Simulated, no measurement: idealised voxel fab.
The process module presented herein is designated voxel gate over fins.
Square cells of 5 nm make up the cross-section cut, whose width is 200 nm.
A cross-section is written here as square cells arranged in a grid, and it is given in bands from the top down, each band taking up one or more rows of cells. Per band: top height and bottom height in nm, followed by the left-to-right materials and their widths in nm; "throughout" marks a single material spanning edge to edge, "air" marks empty space. It should be noted that heights are counted from 0, beneath which the wafer as supplied is of one material throughout, and that the lowest band possesses no lower boundary but continues downward, as written in "z 0 and below". The two numbers in a width such as "30->40" mark its ends across the band: the first belongs to the top row of cells, the second to the bottom row, and from each row to the next the width moves by the same amount. The cross-section has no changed cell in any step marked "nothing different". Basically, "Fully closed voids" tells you about the enclosed voids: empty spaces with no open way to the top, 8 cells or bigger, each written width x height at distance, where distance is from the left edge, all in nm. Note: text after step settings on the step line = simulator remark on that step. overlay nm: right-of-plan distance of the mask on a masked step; negative values mean left-of-plan.

PROCESS STEPS - PLAN
1. RECEIVE,material Si
2. CONFORMAL_DEP,material SiN,thk nm 10
3. PATTERN,tone cover,mask id FINS,material resist,width nm 15,pitch nm 35,thk nm 15,overlay nm 0
4. DIRECTIONAL_ETCH,etch materials SiN,depth nm 10
5. DIRECTIONAL_ETCH,etch materials Si,depth nm 40
6. STRIP,etch materials resist
7. OXIDIZE,depth nm 5
8. FILL_DEP,material SiO2,thk nm 5
9. CMP,height nm 10
10. SELECTIVE_ETCH,etch materials SiO2,depth nm 20
11. STRIP,etch materials SiN
12. CONFORMAL_DEP,material HfO2,thk nm 5
13. CONFORMAL_DEP,material TiN,thk nm 5
14. FILL_DEP,material W,thk nm 15
15. CMP,height nm 20
16. CONFORMAL_DEP,material SiCN,thk nm 10

CROSS-SECTION OF THE WAFER UPON ARRIVAL, REPRESENTING THE STATE REACHED AFTER STEP 1
  z 0 and below: Si throughout
  Fully closed voids: none

FIRST OF TWO WAFERS, END-OF-MODULE SECTION, RUN FOLLOWED PLAN
  z 30 to 20: SiCN throughout
  z 20 to 10: W throughout
  z 10 to 5: W 70 nm | TiN 25 nm | W 10 nm | TiN 25 nm | W 70 nm
  z 5 to 0: W 70 nm | TiN 5 nm | HfO2 15 nm | TiN 5 nm | W 10 nm | TiN 5 nm | HfO2 15 nm | TiN 5 nm | W 70 nm
  z 0 to -5: TiN 75 nm | HfO2 5 nm | Si 5 nm | HfO2 5 nm | TiN 20 nm | HfO2 5 nm | Si 5 nm | HfO2 5 nm | TiN 75 nm
  z -5 to -10: HfO2 80 nm | Si 5 nm | HfO2 30 nm | Si 5 nm | HfO2 80 nm
  z -10 to -45: SiO2 80 nm | Si 5 nm | SiO2 30 nm | Si 5 nm | SiO2 80 nm
  z -45 and below: Si throughout
  Fully closed voids: none

END-OF-MODULE CROSS-SECTION OF THE SECOND WAFER: IDENTICAL STARTING POINT AND PROCESS PLAN TO THE FIRST, WITH ONE PROCESSING MISTAKE
  z 30 to 20: SiCN throughout
  z 20 to 5: W throughout
  z 5 to 0: W 75 nm | TiN 15 nm | W 20 nm | TiN 15 nm | W 75 nm
  z 0 to -5: W 75 nm | TiN 5 nm | Si 5 nm | TiN 5 nm | W 20 nm | TiN 5 nm | Si 5 nm | TiN 5 nm | W 75 nm
  z -5 to -10: TiN 80 nm | Si 5 nm | TiN 30 nm | Si 5 nm | TiN 80 nm
  z -10 to -45: SiO2 80 nm | Si 5 nm | SiO2 30 nm | Si 5 nm | SiO2 80 nm
  z -45 and below: Si throughout
  Fully closed voids: none
Against the plan, the run slipped here: step 12 of the plan was omitted and not executed
Upon completion, the second wafer contains, in terms of cells, a greater or smaller amount of certain materials than the first wafer: -48 HfO2 | +48 W
